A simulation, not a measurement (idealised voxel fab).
The document below concerns the process module designated voxel wiring stack.
The width of the displayed cross-section, cut, is 275 nm; its cells are square, with a size of 5 nm.
When this document writes out a cross-section, it uses a grid of square cells and lists it as bands, beginning at the top and moving down, with a band standing for one or more rows of cells. Look at the band entry: it leads with the top's height and the bottom's height in nm. Then it lists the materials left to right, with a width in nm for each. The word "edge to edge" on a single material says that material fills the band edge to edge. The word "empty" is empty space. Basically, 0 is our baseline, since under it the wafer straight out of the box is all one material. The bottom band has no lower end and keeps on going down, so it looks like "0 and below". Quick explanation for "30..40": the width changes in equal steps down the rows of cells, from the first number in the band's top row to the second number in its bottom row. A step reported as "everything unchanged" is a step in which no cell of the cross-section changed. "closed voids" lists enclosed empty spaces (at least 8 cells, no open path upward to the top), each as width x height at distance from the left edge, in nm. If you see something after the settings on a step's line, that's the simulator's own remark about that step. The line of a step may include "overlay nm". On a step with a mask, this value is how far to the right of its planned place the mask lay. A negative value means the mask lay to the left.

# These are the steps we planned for the process
step 1: RECEIVE [material Si]
step 2: CONFORMAL_DEP [material SiO2] [thk nm 15]
step 3: DIRECTIONAL_DEP [material TiN] [thk nm 5]
step 4: DIRECTIONAL_DEP [material Ru] [thk nm 25]
step 5: PATTERN [tone cover] [mask id METAL_1] [material resist] [width nm 25] [pitch nm 40] [thk nm 20] [overlay nm 0]
step 6: DIRECTIONAL_ETCH [etch materials Ru] [depth nm 25]
step 7: DIRECTIONAL_ETCH [etch materials TiN] [depth nm 5]
step 8: STRIP [etch materials resist]
step 9: FILL_DEP [material lowk] [thk nm 10]
step 10: CMP [height nm 45]
step 11: CONFORMAL_DEP [material SiCN] [thk nm 5]
step 12: DIRECTIONAL_DEP [material SiO2] [thk nm 30]
step 13: DIRECTIONAL_DEP [material aC] [thk nm 10]
step 14: PATTERN [tone open] [mask id METAL_2] [material resist] [width nm 25] [pitch nm 40] [thk nm 30] [overlay nm 0]
step 15: DIRECTIONAL_ETCH [etch materials aC] [depth nm 10]
step 16: STRIP [etch materials resist]
step 17: DIRECTIONAL_ETCH [etch materials SiO2] [depth nm 20]
step 18: STRIP [etch materials aC]
step 19: DIRECTIONAL_DEP [material aC] [thk nm 15]
step 20: PATTERN [tone open] [mask id METAL_2_HOLES] [material resist] [width nm 15] [pitch nm 80] [thk nm 35] [overlay nm 0]
step 21: DIRECTIONAL_ETCH [etch materials aC] [depth nm 15]
step 22: STRIP [etch materials resist]
step 23: DIRECTIONAL_ETCH [etch materials SiO2] [depth nm 10]
step 24: DIRECTIONAL_ETCH [etch materials SiCN] [depth nm 5]
step 25: STRIP [etch materials aC]
step 26: CONFORMAL_DEP [material TiN] [thk nm 5]
step 27: FILL_DEP [material Cu] [thk nm 10]
step 28: CMP [height nm 80]
step 29: CONFORMAL_DEP [material SiCN] [thk nm 5]
step 30: DIRECTIONAL_DEP [material SiO2] [thk nm 30]
step 31: PATTERN [tone open] [mask id METAL_3] [material resist] [width nm 25] [pitch nm 40] [thk nm 15] [overlay nm 0]
step 32: DIRECTIONAL_ETCH [etch materials SiO2] [depth nm 20]
step 33: STRIP [etch materials resist]
step 34: DIRECTIONAL_DEP [material aC] [thk nm 10]
step 35: PATTERN [tone open] [mask id METAL_3_HOLES] [material resist] [width nm 15] [pitch nm 80] [thk nm 25] [overlay nm 0]
step 36: DIRECTIONAL_ETCH [etch materials aC] [depth nm 10]
step 37: STRIP [etch materials resist]
step 38: DIRECTIONAL_ETCH [etch materials SiO2] [depth nm 10]
step 39: DIRECTIONAL_ETCH [etch materials SiCN] [depth nm 5]
step 40: STRIP [etch materials aC]
step 41: CONFORMAL_DEP [material TiN] [thk nm 5]
step 42: FILL_DEP [material Ru] [thk nm 5]
step 43: CMP [height nm 115]
step 44: CONFORMAL_DEP [material SiCN] [thk nm 5]
step 45: DIRECTIONAL_DEP [material SiO2] [thk nm 30]
step 46: PATTERN [tone open] [mask id METAL_4_HOLES] [material resist] [width nm 15] [pitch nm 40] [thk nm 20] [overlay nm 0]
step 47: DIRECTIONAL_ETCH [etch materials SiO2] [depth nm 30]
step 48: STRIP [etch materials resist]
step 49: PATTERN [tone open] [mask id METAL_4] [material resist] [width nm 25] [pitch nm 40] [thk nm 20] [overlay nm 0]
step 50: DIRECTIONAL_ETCH [etch materials SiO2] [depth nm 20]
step 51: DIRECTIONAL_ETCH [etch materials SiCN] [depth nm 5]
step 52: STRIP [etch materials resist]
step 53: CONFORMAL_DEP [material TiN] [thk nm 5]
step 54: FILL_DEP [material Cu] [thk nm 5]
step 55: CMP [height nm 150]
step 56: CONFORMAL_DEP [material SiCN] [thk nm 5]

# As-received state of the wafer in cross-section, equivalent to post-step 1
- 0 and below  Si edge to edge
- closed voids: none

# a wafer at the end: this start, this plan, one mistake
- 155 down to 150  SiCN edge to edge
- 150 down to 135  SiO2: 85  TiN: 5  Cu: 15  TiN: 5  SiO2: 15  TiN: 5  Cu: 15  TiN: 5  SiO2: 15  TiN: 5  Cu: 15  TiN: 5  SiO2: 85
- 135 down to 130  SiO2: 85  TiN: 5  Cu: 5  TiN: 15  SiO2: 15  TiN: 5  Cu: 5  TiN: 15  SiO2: 15  TiN: 5  Cu: 5  TiN: 15  SiO2: 85
- 130 down to 120  SiO2: 85  TiN: 5  Cu: 5  TiN: 5  SiO2: 25  TiN: 5  Cu: 5  TiN: 5  SiO2: 25  TiN: 5  Cu: 5  TiN: 5  SiO2: 95
- 120 down to 115  SiCN: 85  TiN: 15  SiCN: 25  TiN: 15  SiCN: 25  TiN: 15  SiCN: 95
- 115 down to 100  SiO2: 85  TiN: 5  Ru: 15  TiN: 5  SiO2: 15  TiN: 5  Ru: 15  TiN: 5  SiO2: 15  TiN: 5  Ru: 15  TiN: 5  SiO2: 85
- 100 down to 95  SiO2: 85  TiN: 5  Ru: 5  TiN: 15  SiO2: 15  TiN: 25  SiO2: 15  TiN: 5  Ru: 5  TiN: 15  SiO2: 85
- 95 down to 85  SiO2: 85  TiN: 5  Ru: 5  TiN: 5  SiO2: 65  TiN: 5  Ru: 5  TiN: 5  SiO2: 95
- 85 down to 80  SiCN: 85  TiN: 15  SiCN: 65  TiN: 15  SiCN: 95
- 80 down to 75  SiO2: 85  TiN: 5  Cu: 5  TiN: 15  SiO2: 15  TiN: 25  SiO2: 15  TiN: 5  Cu: 5  TiN: 15  SiO2: 85
- 75 down to 60  SiO2: 85  TiN: 5  Cu: 5  TiN: 5  aC: 10  SiO2: 15  aC: 25  SiO2: 15  TiN: 5  Cu: 5  TiN: 5  aC: 10  SiO2: 85
- 60 down to 50  SiO2: 85  TiN: 5  Cu: 5  TiN: 5  SiO2: 65  TiN: 5  Cu: 5  TiN: 5  SiO2: 95
- 50 down to 45  SiCN: 85  TiN: 5  Cu: 5  TiN: 5  SiCN: 65  TiN: 5  Cu: 5  TiN: 5  SiCN: 95
- 45 down to 35  lowk: 85  TiN: 5  Cu: 5..15  TiN: 15..5  lowk: 15  Ru: 25  lowk: 15  TiN: 5  Cu: 5..15  TiN: 15..5  lowk: 85
- 35 down to 30  lowk: 85  TiN: 5  Cu: 5  empty: 5  Cu: 5  TiN: 5  lowk: 15  Ru: 25  lowk: 15  TiN: 5  Cu: 5  empty: 5  Cu: 5  TiN: 5  lowk: 85
- 30 down to 25  lowk: 85  TiN: 5  Cu: 15  TiN: 5  lowk: 15  Ru: 25  lowk: 15  TiN: 5  Cu: 15  TiN: 5  lowk: 85
- 25 down to 20  lowk: 85  TiN: 25  lowk: 15  Ru: 25  lowk: 15  TiN: 25  lowk: 85
- 20 down to 15  lowk: 85  TiN: 25  lowk: 15  TiN: 25  lowk: 15  TiN: 25  lowk: 85
- 15 down to 0  SiO2 edge to edge
- 0 and below  Si edge to edge
- closed voids: none
What was the processing mistake? step 25 ran as: STRIP [etch materials Ru]
